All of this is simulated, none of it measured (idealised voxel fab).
Name of the process module below: voxel air gaps
FYI the section here is cut, 300 nm wide, cells are 5 nm squares.
How to read a cross-section here: the picture is a grid of square cells, written as bands going from the top down, and any band can span one or more rows of cells.
It is stipulated that each band's entry specify, in nanometres, the height of the top of the band and then that of its bottom, followed by the materials of the band in left-to-right sequence, each together with its width in nanometres. A single material marked by the word "everywhere" is understood to fill the band from edge to edge; the word "empty" is understood to denote empty space.
For the purposes of this specification, 0 denotes the height below which the wafer in its as-received condition is composed wholly of one material, and the lowermost band, lacking a lower limit, extends downward without end, as expressed in "z 0 and below".
A two-number width, for instance "30..40", indicates that the width is equal to the first number in the top row of the band and to the second number in the bottom row, and that it changes by a constant amount per row of cells.
Where the words "remains unaltered" appear for a step, the cross-section shows no cell changed by that step; every cell remained as before.
"Internal closed voids": sealed empty spaces, 8 cells or more, no open way to top, listed width x height at distance, with distance from the left edge and width, height and distance in nm.
Text after the settings on a step's line: the simulator's own remark on that step.
The line of a step may include "overlay nm". On a step with a mask, this value is how far to the right of its planned place the mask lay. A negative value means the mask lay to the left.

## The process steps that were planned are listed below
step 1: RECEIVE | material Si
step 2: CONFORMAL_DEP | material SiO2 | thk nm 10
step 3: CONFORMAL_DEP | material SiN | thk nm 5
step 4: DIRECTIONAL_DEP | material SiO2 | thk nm 35
step 5: MASKED_ETCH | tone open | mask id LINES | width nm 15 | pitch nm 40 | etch materials SiO2 | depth nm 35 | overlay nm -15
step 6: CONFORMAL_DEP | material TiN | thk nm 5
step 7: FILL_DEP | material W | thk nm 10
step 8: CMP | height nm 50
step 9: EPI | material Ru | thk nm 10
step 10: SELECTIVE_ETCH | etch materials SiO2 | depth nm 45
step 11: CONFORMAL_DEP | material SiCN | thk nm 5
Don't read the plan's overlay nm for step 5 as applying to every wafer: that's the first wafer's value, and the wafers differ in it, though they all start identical.

## The first of several wafers in cross-section, exactly as it reached us after step 1
- z 0 and below = Si everywhere
- Internal closed voids: none

## The rows of the table below are wafers. Looking at the end of the module, a row counts, for every material, the cells the wafer has gained, shown as (+), or lost, shown as (-), since it was received; its closed voids come next
overlay nm -15 | +56 Ru | +152 SiCN | +60 SiN | +120 SiO2 | +60 TiN | +24 W | Internal closed voids: 15 x 25 at 85; 15 x 25 at 125; 15 x 25 at 165
overlay nm -10 | +56 Ru | +152 SiCN | +60 SiN | +120 SiO2 | +60 TiN | +24 W | Internal closed voids: 15 x 25 at 90; 15 x 25 at 130; 15 x 25 at 170
overlay nm -5 | +56 Ru | +152 SiCN | +60 SiN | +120 SiO2 | +60 TiN | +24 W | Internal closed voids: 15 x 25 at 95; 15 x 25 at 135; 15 x 25 at 175
overlay nm 0 | +56 Ru | +152 SiCN | +60 SiN | +120 SiO2 | +60 TiN | +24 W | Internal closed voids: 15 x 25 at 100; 15 x 25 at 140; 15 x 25 at 180
overlay nm 5 | +56 Ru | +152 SiCN | +60 SiN | +120 SiO2 | +60 TiN | +24 W | Internal closed voids: 15 x 25 at 105; 15 x 25 at 145; 15 x 25 at 185
overlay nm 10 | +56 Ru | +152 SiCN | +60 SiN | +120 SiO2 | +60 TiN | +24 W | Internal closed voids: 15 x 25 at 110; 15 x 25 at 150; 15 x 25 at 190
overlay nm 15 | +56 Ru | +152 SiCN | +60 SiN | +120 SiO2 | +60 TiN | +24 W | Internal closed voids: 15 x 25 at 115; 15 x 25 at 155; 15 x 25 at 195
